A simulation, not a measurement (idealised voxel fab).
process module | voxel self aligned vias
cross-section cut | 190 nm wide | cells 5 nm
A cross-section is a grid of square cells, given in bands from the top down. A band is one or more rows of cells.
Each band's line starts with the height of the band's top and of its bottom, in nm. Then come its materials from left to right, each with its width in nm. One material with "throughout" fills the band from edge to edge. "air" is empty space.
Height 0 is the level under which the wafer as received is all one material. The lowest band goes on downwards, as in "0 down".
A width such as "30 to 40" changes by the same amount from each row of cells to the next, from the band's top row to its bottom row.
"no change" after a step means that no cell of the cross-section changed.
closed voids: empty space of 8 cells or more with no open way to the top, each as width x height at its distance from the left edge, in nm
after a step's settings: what the simulator itself notes on the step
overlay nm, on a step with a mask: how far to the right of its planned place the mask lay; to the left if negative
plan
1 op RECEIVE | material Si
2 op CONFORMAL_DEP | material SiO2 | thk nm 15
3 op CONFORMAL_DEP | material SiCN | thk nm 5
4 op DIRECTIONAL_DEP | material lowk | thk nm 25
5 op PATTERN | tone open | mask id LINES | material resist | width nm 30 | pitch nm 55 | thk nm 15 | overlay nm 0
6 op DIRECTIONAL_ETCH | etch materials lowk | depth nm 25
7 op STRIP | etch materials resist
8 op CONFORMAL_DEP | material TiN | thk nm 5
9 op FILL_DEP | material W | thk nm 10
10 op CMP | height nm 45
11 op SELECTIVE_ETCH | etch materials W Ru TiN | depth nm 5
12 op FILL_DEP | material SiN | thk nm 10
13 op CMP | height nm 45
14 op DIRECTIONAL_DEP | material lowk | thk nm 15
15 op MASKED_ETCH | tone open | mask id VIAS | width nm 40 | pitch nm 55 | etch materials lowk | depth nm 15 | overlay nm 0
16 op MASKED_ETCH | tone open | mask id VIAS | width nm 40 | pitch nm 55 | etch materials SiN | depth nm 5 | overlay nm 0
17 op CONFORMAL_DEP | material TiN | thk nm 5
18 op FILL_DEP | material Ru | thk nm 5
19 op CMP | height nm 60
20 op CONFORMAL_DEP | material SiCN | thk nm 5
as received, after step 1
  0 down: Si throughout
  closed voids: none
first wafer at the end, as planned
  65 to 60: SiCN throughout
  60 to 50: lowk 45 | TiN 5 | Ru 30 | TiN 5 | lowk 15 | TiN 5 | Ru 30 | TiN 5 | lowk 50
  50 to 45: lowk 45 | TiN 10 | Ru 20 | TiN 10 | lowk 15 | TiN 10 | Ru 20 | TiN 10 | lowk 50
  45 to 40: lowk 50 | TiN 30 | lowk 25 | TiN 30 | lowk 55
  40 to 25: lowk 50 | TiN 5 | W 20 | TiN 5 | lowk 25 | TiN 5 | W 20 | TiN 5 | lowk 55
  25 to 20: lowk 50 | TiN 30 | lowk 25 | TiN 30 | lowk 55
  20 to 15: SiCN throughout
  15 to 0: SiO2 throughout
  0 down: Si throughout
  closed voids: none
second wafer at the end: like start, like plan, one mistake
  65 to 60: SiCN throughout
  60 to 50: lowk 45 | TiN 5 | Ru 30 | TiN 5 | lowk 15 | TiN 5 | Ru 30 | TiN 5 | lowk 50
  50 to 45: lowk 45 | TiN 10 | Ru 20 | TiN 10 | lowk 15 | TiN 10 | Ru 20 | TiN 10 | lowk 50
  45 to 35: lowk 50 | TiN 30 | lowk 25 | TiN 30 | lowk 55
  35 to 30: SiCN throughout
  30 to 0: SiO2 throughout
  0 down: Si throughout
  closed voids: none
what went wrong: step 2 was run twice
at the end the second wafer has, in cells: 114 more of SiO2 | 12 fewer of TiN | 24 fewer of W | 78 fewer of lowk
